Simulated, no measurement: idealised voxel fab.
Process module, titled voxel ribs on slabs
Displayed cross-section: cut, width of 150 nm, square cells sized 5 nm.
Format of a cross-section: grid, square cells. Given as bands. Order: top down. Band: one or more rows of cells.
Read a band's entry like this: the first values are the height of its top and the height of its bottom in nm, and what follows is the sequence of materials from left to right, each with its width in nm. Note that "air" is empty space, and that a single material marked "everywhere" reaches across the band from edge to edge.
Height datum 0, below which the as-received substrate wafer is one material. Lowest band open at the bottom, running downward: "0..down".
Think of "30->40" as a width that walks from the first number to the second as you go down the band, top row to bottom row, taking equal-sized steps from row to row.
Take "nothing changed" at face value: in the step it is given for, the cross-section changed in none of its cells.
For the entry "Closed void catalog", the listed items are empty spaces with no open way to the top whose size is 8 cells or more; each item follows the pattern width x height at distance, where distance is from the left edge and all three are in nm.
Formally, on a step line, whatever follows the settings is a remark that the simulator itself makes on the step.
overlay nm: mask offset rightward from planned place, masked step; negative means leftward offset.

Process steps - plan:
1) RECEIVE: material Si
2) DIRECTIONAL_DEP: material SiO2, thk nm 25
3) DIRECTIONAL_DEP: material polySi, thk nm 15
4) DIRECTIONAL_DEP: material aC, thk nm 10
5) PATTERN: tone cover, mask id RIB, material resist, width nm 25, thk nm 25, overlay nm 0
6) DIRECTIONAL_ETCH: etch materials aC, depth nm 10
7) STRIP: etch materials resist
8) DIRECTIONAL_ETCH: etch materials polySi, depth nm 10
9) STRIP: etch materials aC
10) PATTERN: tone cover, mask id SLAB, material resist, width nm 85, thk nm 20, overlay nm 0
11) DIRECTIONAL_ETCH: etch materials polySi, depth nm 5
12) STRIP: etch materials resist
13) FILL_DEP: material SiO2, thk nm 25
14) CMP: height nm 60
15) DIRECTIONAL_DEP: material W, thk nm 5
16) DIRECTIONAL_DEP: material aC, thk nm 15
17) PATTERN: tone cover, mask id HEATER, material resist, width nm 35, thk nm 30, overlay nm 0
18) DIRECTIONAL_ETCH: etch materials aC, depth nm 15
19) STRIP: etch materials resist
20) DIRECTIONAL_ETCH: etch materials W, depth nm 5
21) STRIP: etch materials aC
22) CONFORMAL_DEP: material SiO2, thk nm 5

Account of the first of two wafers, which was processed as intended:

Wafer cross-section on receipt, i.e. after step 1:
  0..down  Si everywhere
  Closed void catalog: none

After step 2, in cross-section:
  25..0  SiO2 everywhere
  Everything below 0 is unchanged.

After step 3, in cross-section:
  40..25  polySi everywhere
  Everything below 25 is unchanged.

After step 4, in cross-section:
  50..40  aC everywhere
  Everything below 40 is unchanged.

After step 5, in cross-section:
  75..50  60 air; 25 resist; 65 air
  Everything below 50 is unchanged.

After step 6, in cross-section:
  65..50  60 air; 25 resist; 65 air
  50..40  60 air; 25 aC; 65 air
  Everything below 40 is unchanged.

After step 7, in cross-section:
  50..40  60 air; 25 aC; 65 air
  Everything below 40 is unchanged.

After step 8, in cross-section:
  50..40  60 air; 25 aC; 65 air
  40..30  60 air; 25 polySi; 65 air
  Everything below 30 is unchanged.

After step 9, in cross-section:
  40..30  60 air; 25 polySi; 65 air
  Everything below 30 is unchanged.

After step 10, in cross-section:
  60..40  30 air; 85 resist; 35 air
  40..30  30 air; 30 resist; 25 polySi; 30 resist; 35 air
  Everything below 30 is unchanged.

After step 11, in cross-section:
  60..40  30 air; 85 resist; 35 air
  40..30  30 air; 30 resist; 25 polySi; 30 resist; 35 air
  30..25  30 air; 85 polySi; 35 air
  Everything below 25 is unchanged.

After step 12, in cross-section:
  40..30  60 air; 25 polySi; 65 air
  Everything below 30 is unchanged.

After step 13, in cross-section:
  65..40  SiO2 everywhere
  40..30  60 SiO2; 25 polySi; 65 SiO2
  30..25  30 SiO2; 85 polySi; 35 SiO2
  Everything below 25 is unchanged.

After step 14, in cross-section:
  60..40  SiO2 everywhere
  Everything below 40 is unchanged.

After step 15, in cross-section:
  65..60  W everywhere
  Everything below 60 is unchanged.

After step 16, in cross-section:
  80..65  aC everywhere
  Everything below 65 is unchanged.

After step 17, in cross-section:
  110..80  55 air; 35 resist; 60 air
  Everything below 80 is unchanged.

After step 18, in cross-section:
  95..80  55 air; 35 resist; 60 air
  80..65  55 air; 35 aC; 60 air
  Everything below 65 is unchanged.

After step 19, in cross-section:
  80..65  55 air; 35 aC; 60 air
  Everything below 65 is unchanged.

After step 20, in cross-section:
  80..65  55 air; 35 aC; 60 air
  65..60  55 air; 35 W; 60 air
  Everything below 60 is unchanged.

After step 21, in cross-section:
  65..60  55 air; 35 W; 60 air
  Everything below 60 is unchanged.

After step 22, in cross-section:
  70..65  50 air; 45 SiO2; 55 air
  65..60  55 SiO2; 35 W; 60 SiO2
  Everything below 60 is unchanged.

The second wafer: identical to the first at the outset and in its planned sequence, differing only in that one mistake was made during processing; up to and including step 4, its path is the first wafer's path:

Planned end of step 5: second wafer, cross-section:
  75..50  70 air; 25 resist; 55 air
  Everything below 50 is unchanged.

Planned end of step 6: second wafer, cross-section:
  65..50  70 air; 25 resist; 55 air
  50..40  70 air; 25 aC; 55 air
  Everything below 40 is unchanged.

Planned end of step 7: second wafer, cross-section:
  50..40  70 air; 25 aC; 55 air
  Everything below 40 is unchanged.

Planned end of step 8: second wafer, cross-section:
  50..40  70 air; 25 aC; 55 air
  40..30  70 air; 25 polySi; 55 air
  Everything below 30 is unchanged.

Planned end of step 9: second wafer, cross-section:
  40..30  70 air; 25 polySi; 55 air
  Everything below 30 is unchanged.

Planned end of step 10: second wafer, cross-section:
  60..40  30 air; 85 resist; 35 air
  40..30  30 air; 40 resist; 25 polySi; 20 resist; 35 air
  Everything below 30 is unchanged.

Planned end of step 11: second wafer, cross-section:
  60..40  30 air; 85 resist; 35 air
  40..30  30 air; 40 resist; 25 polySi; 20 resist; 35 air
  30..25  30 air; 85 polySi; 35 air
  Everything below 25 is unchanged.

Planned end of step 12: second wafer, cross-section:
  40..30  70 air; 25 polySi; 55 air
  Everything below 30 is unchanged.

Planned end of step 13: second wafer, cross-section:
  65..40  SiO2 everywhere
  40..30  70 SiO2; 25 polySi; 55 SiO2
  30..25  30 SiO2; 85 polySi; 35 SiO2
  Everything below 25 is unchanged.

Planned end of step 14: second wafer, cross-section:
  60..40  SiO2 everywhere
  Everything below 40 is unchanged.

Planned end of step 15: second wafer, cross-section:
  65..60  W everywhere
  Everything below 60 is unchanged.

Planned end of step 16: second wafer, cross-section:
  80..65  aC everywhere
  Everything below 65 is unchanged.

Planned end of step 17: second wafer, cross-section:
  110..80  55 air; 35 resist; 60 air
  Everything below 80 is unchanged.

Planned end of step 18: second wafer, cross-section:
  95..80  55 air; 35 resist; 60 air
  80..65  55 air; 35 aC; 60 air
  Everything below 65 is unchanged.

Planned end of step 19: second wafer, cross-section:
  80..65  55 air; 35 aC; 60 air
  Everything below 65 is unchanged.

Planned end of step 20: second wafer, cross-section:
  80..65  55 air; 35 aC; 60 air
  65..60  55 air; 35 W; 60 air
  Everything below 60 is unchanged.

Planned end of step 21: second wafer, cross-section:
  65..60  55 air; 35 W; 60 air
  Everything below 60 is unchanged.

Planned end of step 22: second wafer, cross-section:
  70..65  50 air; 45 SiO2; 55 air
  65..60  55 SiO2; 35 W; 60 SiO2
  Everything below 60 is unchanged.
Misprocessing identified: the process deviated at step 5: the operation and settings actually run there were PATTERN: tone cover, mask id RIB, material resist, width nm 25, thk nm 25, overlay nm 10
Same inventory, different map: at the end, the second wafer holds as many cells of each material as the first, placed elsewhere.
